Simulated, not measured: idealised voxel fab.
Process module name: voxel capacitor over wiring
FYI the section here is cut, 295 nm wide, cells are 5 nm squares.
A cross-section in this document is a grid of square cells, and it is written down as bands, the top band listed before the ones below it; a band is made up of one or more rows of cells.
Within each band entry, the heights of the top and of the bottom of the band appear first, in that order and in nm; the materials of the band then follow from left to right, each with its corresponding width in nm. The designation "all across" on a single material indicates that it fills the band from edge to edge; the designation "blank" indicates empty space.
Ref level 0: as-received wafer is one material below here. Bottom band extends down with no lower bound ("from 0 down").
Per-row width for "30->40": begins at first number (top row of band), ends at second number (bottom row), increment between rows held constant.
Key: "everything unchanged" - step with no changed cell in the cross-section.
Empty spaces without an open route to the top, at least 8 cells in extent, make up the entry "Encapsulated voids"; each is given as width x height at distance, where the distance is measured from the left edge, and all are in nm.
That trailing text on a step's line, after the settings, is the simulator's own remark on the step.
A step line may carry the setting "overlay nm", which, for steps involving a mask, states the distance by which the mask lay to the right of its intended position; negative values denote displacement to the left.
Process steps (planned):
step 1: RECEIVE | material Si
step 2: CONFORMAL_DEP | material SiO2 | thk nm 10
step 3: DIRECTIONAL_DEP | material TiN | thk nm 5
step 4: DIRECTIONAL_DEP | material Ru | thk nm 20
step 5: PATTERN | tone cover | mask id METAL_1 | material resist | width nm 20 | pitch nm 80 | thk nm 15 | overlay nm 0
step 6: DIRECTIONAL_ETCH | etch materials Ru | depth nm 20
step 7: DIRECTIONAL_ETCH | etch materials TiN | depth nm 5
step 8: STRIP | etch materials resist
step 9: CONFORMAL_DEP | material SiN | thk nm 5
step 10: FILL_DEP | material SiO2 | thk nm 10
step 11: CMP | height nm 35
step 12: CONFORMAL_DEP | material SiCN | thk nm 5
step 13: DIRECTIONAL_DEP | material SiO2 | thk nm 20
step 14: MASKED_ETCH | tone open | mask id PLUG_1 | width nm 15 | etch materials SiO2 | depth nm 20 | overlay nm 0
step 15: MASKED_ETCH | tone open | mask id PLUG_1 | width nm 15 | etch materials SiCN | depth nm 5 | overlay nm 0
step 16: CONFORMAL_DEP | material TiN | thk nm 5
step 17: FILL_DEP | material W | thk nm 10
step 18: CMP | height nm 60
step 19: DIRECTIONAL_DEP | material TiN | thk nm 5
step 20: DIRECTIONAL_DEP | material Al2O3 | thk nm 5
step 21: DIRECTIONAL_DEP | material TiN | thk nm 5
step 22: MASKED_ETCH | tone cover | mask id UPPER_PLATE | width nm 65 | etch materials TiN | depth nm 5 | overlay nm 0
step 23: MASKED_ETCH | tone cover | mask id UPPER_PLATE | width nm 65 | etch materials Al2O3 | depth nm 5 | overlay nm 0
step 24: PATTERN | tone cover | mask id LOWER_PLATE | material resist | width nm 75 | thk nm 20 | overlay nm 0
step 25: DIRECTIONAL_ETCH | etch materials TiN | depth nm 5
step 26: STRIP | etch materials resist
step 27: FILL_DEP | material SiO2 | thk nm 20
step 28: CMP | height nm 90
step 29: PATTERN | tone open | mask id PLUG_2 | material resist | width nm 15 | thk nm 20 | overlay nm 0
step 30: DIRECTIONAL_ETCH | etch materials SiO2 | depth nm 15
step 31: STRIP | etch materials resist
step 32: CONFORMAL_DEP | material TiN | thk nm 5
step 33: FILL_DEP | material Ru | thk nm 10
step 34: CMP | height nm 90
step 35: CONFORMAL_DEP | material SiCN | thk nm 5
Cross-sectional view of the wafer in its as-received condition, corresponding to the state after step 1:
	from 0 down = Si all across
	Encapsulated voids: none
Module complete - cross-section of the first of two wafers, run according to plan:
	from 95 to 90 = SiCN all across
	from 90 to 80 = SiO2 110 nm / TiN 5 nm / Ru 5 nm / TiN 5 nm / SiO2 170 nm
	from 80 to 70 = SiO2 110->100 nm / TiN 15->65 nm / SiO2 170->130 nm
	from 70 to 65 = SiO2 100 nm / Al2O3 65 nm / SiO2 130 nm
	from 65 to 60 = SiO2 95 nm / TiN 75 nm / SiO2 125 nm
	from 60 to 40 = SiO2 100 nm / TiN 5 nm / W 5 nm / TiN 5 nm / SiO2 180 nm
	from 40 to 35 = SiCN 100 nm / TiN 15 nm / SiCN 180 nm
	from 35 to 15 = SiO2 90 nm / SiN 5 nm / Ru 20 nm / SiN 5 nm / SiO2 50 nm / SiN 5 nm / Ru 20 nm / SiN 5 nm / SiO2 95 nm
	from 15 to 10 = SiN 95 nm / TiN 20 nm / SiN 60 nm / TiN 20 nm / SiN 100 nm
	from 10 to 0 = SiO2 all across
	from 0 down = Si all across
	Encapsulated voids: none
Wafer two, end of module, cross-section. Same start, same plan as wafer one. One mistake in the run:
	from 95 to 90 = SiCN all across
	from 90 to 80 = SiO2 110 nm / TiN 5 nm / Ru 5 nm / TiN 5 nm / SiO2 170 nm
	from 80 to 75 = SiO2 110 nm / TiN 15 nm / SiO2 170 nm
	from 75 to 70 = SiO2 100 nm / Al2O3 65 nm / SiO2 130 nm
	from 70 to 65 = SiO2 95 nm / TiN 75 nm / SiO2 125 nm
	from 65 to 60 = TiN all across
	from 60 to 40 = SiO2 100 nm / TiN 5 nm / W 5 nm / TiN 5 nm / SiO2 180 nm
	from 40 to 35 = SiCN 100 nm / TiN 15 nm / SiCN 180 nm
	from 35 to 15 = SiO2 90 nm / SiN 5 nm / Ru 20 nm / SiN 5 nm / SiO2 50 nm / SiN 5 nm / Ru 20 nm / SiN 5 nm / SiO2 95 nm
	from 15 to 10 = SiN 95 nm / TiN 20 nm / SiN 60 nm / TiN 20 nm / SiN 100 nm
	from 10 to 0 = SiO2 all across
	from 0 down = Si all across
	Encapsulated voids: none
What went wrong in running the wafer? a sequencing error occurred in which plan steps 20 and 21 were transposed
Per the end-of-run cell counts, the second wafer holds more or fewer of some materials than the first: SiO2 -46; TiN +46
